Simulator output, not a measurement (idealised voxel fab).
process module | voxel self aligned contacts
cross-section cut | 295 nm wide | cells 5 nm
A cross-section is a grid of square cells, given in bands from the top down. A band is one or more rows of cells.
Each band's line starts with the height of the band's top and of its bottom, in nm. Then come its materials from left to right, each with its width in nm. One material with "throughout" fills the band from edge to edge. "air" is empty space.
Height 0 is the level under which the wafer as received is all one material. The lowest band goes on downwards, as in "0 down".
A width such as "30 to 40" changes by the same amount from each row of cells to the next, from the band's top row to its bottom row.
"no change" after a step means that no cell of the cross-section changed.
closed voids: empty space of 8 cells or more with no open way to the top, each as width x height at its distance from the left edge, in nm
after a step's settings: what the simulator itself notes on the step
overlay nm, on a step with a mask: how far to the right of its planned place the mask lay; to the left if negative
plan
1 op RECEIVE | material Si
2 op CONFORMAL_DEP | material SiO2 | thk nm 5
3 op DIRECTIONAL_DEP | material polySi | thk nm 25
4 op DIRECTIONAL_DEP | material SiN | thk nm 20
5 op PATTERN | tone cover | mask id GATE | material resist | width nm 30 | pitch nm 75 | thk nm 15 | overlay nm 0
6 op DIRECTIONAL_ETCH | etch materials SiN | depth nm 20
7 op DIRECTIONAL_ETCH | etch materials polySi | depth nm 25
8 op STRIP | etch materials resist
9 op CONFORMAL_DEP | material SiN | thk nm 10
10 op DIRECTIONAL_ETCH | etch materials SiN | depth nm 10
11 op FILL_DEP | material SiO2 | thk nm 15
12 op CMP | height nm 55
13 op MASKED_ETCH | tone open | mask id CONTACT | width nm 55 | etch materials SiO2 | depth nm 55 | overlay nm 0
14 op CONFORMAL_DEP | material TiN | thk nm 5
15 op FILL_DEP | material Ru | thk nm 5
16 op CMP | height nm 55
17 op CONFORMAL_DEP | material SiN | thk nm 5
as received, after step 1
  0 down: Si throughout
  closed voids: none
first wafer at the end, as planned
  60 to 55: SiN throughout
  55 to 50: SiO2 120 | TiN 20 | Ru 15 | TiN 20 | SiO2 120
  50 to 30: SiO2 85 | SiN 50 | TiN 5 | Ru 15 | TiN 5 | SiN 50 | SiO2 85
  30 to 5: SiO2 85 | SiN 10 | polySi 30 | SiN 10 | TiN 5 | Ru 15 | TiN 5 | SiN 10 | polySi 30 | SiN 10 | SiO2 85
  5 to 0: SiO2 135 | TiN 25 | SiO2 135
  0 down: Si throughout
  closed voids: none
second wafer at the end: like start, like plan, one mistake
  60 to 55: SiN throughout
  55 to 50: SiO2 85 | SiN 50 | TiN 25 | SiN 50 | SiO2 85
  50 to 30: SiN throughout
  30 to 5: polySi throughout
  5 to 0: SiO2 throughout
  0 down: Si throughout
  closed voids: none
what went wrong: step 4 was run twice
at the end the second wafer has, in cells: 30 fewer of Ru | 136 more of SiN | 315 fewer of SiO2 | 26 fewer of TiN | 235 more of polySi
